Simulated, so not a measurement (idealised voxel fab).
Presented below is a process module, voxel fin reveal.
The cross-section shown here is cut; it is 170 nm wide and divided into square cells measuring 5 nm on a side.
Cross-section = grid of square cells, listed top down in bands; band = one or more rows.
Read a band's entry like this: the first values are the height of its top and the height of its bottom in nm, and what follows is the sequence of materials from left to right, each with its width in nm. Note that "air" is empty space, and that a single material marked "all across" reaches across the band from edge to edge.
Heights are expressed relative to 0, this being the level below which the as-received wafer comprises one material exclusively. The lowest band is unbounded in the downward direction and is denoted as in "0 and below".
Per-row width for "30 to 40": begins at first number (top row of band), ends at second number (bottom row), increment between rows held constant.
"no modification" for a step: no cell of the cross-section changed in that step.
Voids not open to the top, 8 cells minimum: see "Sealed void list". Written width x height at distance; distance is from the left edge; nm.
Where a step's line continues beyond its settings, the continuation is a remark by the simulator itself on that step.
On any step carrying a mask, the "overlay nm" setting, if present on the step's line, tells how far right of its planned place the mask lay; negative values point to the left.
These are the steps we planned for the process:
1. RECEIVE with material Si
2. CONFORMAL_DEP with material SiN, thk nm 5
3. MASKED_ETCH with tone cover, mask id FINS, width nm 15, pitch nm 35, etch materials SiN, depth nm 5, overlay nm 0
4. MASKED_ETCH with tone cover, mask id FINS, width nm 15, pitch nm 35, etch materials Si, depth nm 30, overlay nm 0
5. OXIDIZE with depth nm 5
6. FILL_DEP with material SiO2, thk nm 5
7. CMP with height nm 5
8. SELECTIVE_ETCH with etch materials SiO2, depth nm 20
9. STRIP with etch materials SiN
10. CONFORMAL_DEP with material SiO2, thk nm 5
Wafer at receipt (post step 1), cross-section:
> 0 and below = Si all across
> Sealed void list: none
The module was run from the start shown above using the plan shown above, but one mistake was made doing it; the resulting wafer cross-section is below:
> 5 down to 0 = 25 nm air, 15 nm SiO2, 20 nm air, 15 nm SiO2, 20 nm air, 15 nm SiO2, 20 nm air, 15 nm SiO2, 25 nm air
> 0 down to -30 = 25 nm air, 5 nm SiO2, 5 nm Si, 5 nm SiO2, 20 nm air, 5 nm SiO2, 5 nm Si, 5 nm SiO2, 20 nm air, 5 nm SiO2, 5 nm Si, 5 nm SiO2, 20 nm air, 5 nm SiO2, 5 nm Si, 5 nm SiO2, 25 nm air
> -30 down to -35 = 30 nm SiO2, 5 nm Si, 30 nm SiO2, 5 nm Si, 30 nm SiO2, 5 nm Si, 30 nm SiO2, 5 nm Si, 30 nm SiO2
> -35 and below = Si all across
> Sealed void list: none
What broke from the plan during processing? twice, step 8 of the plan was run
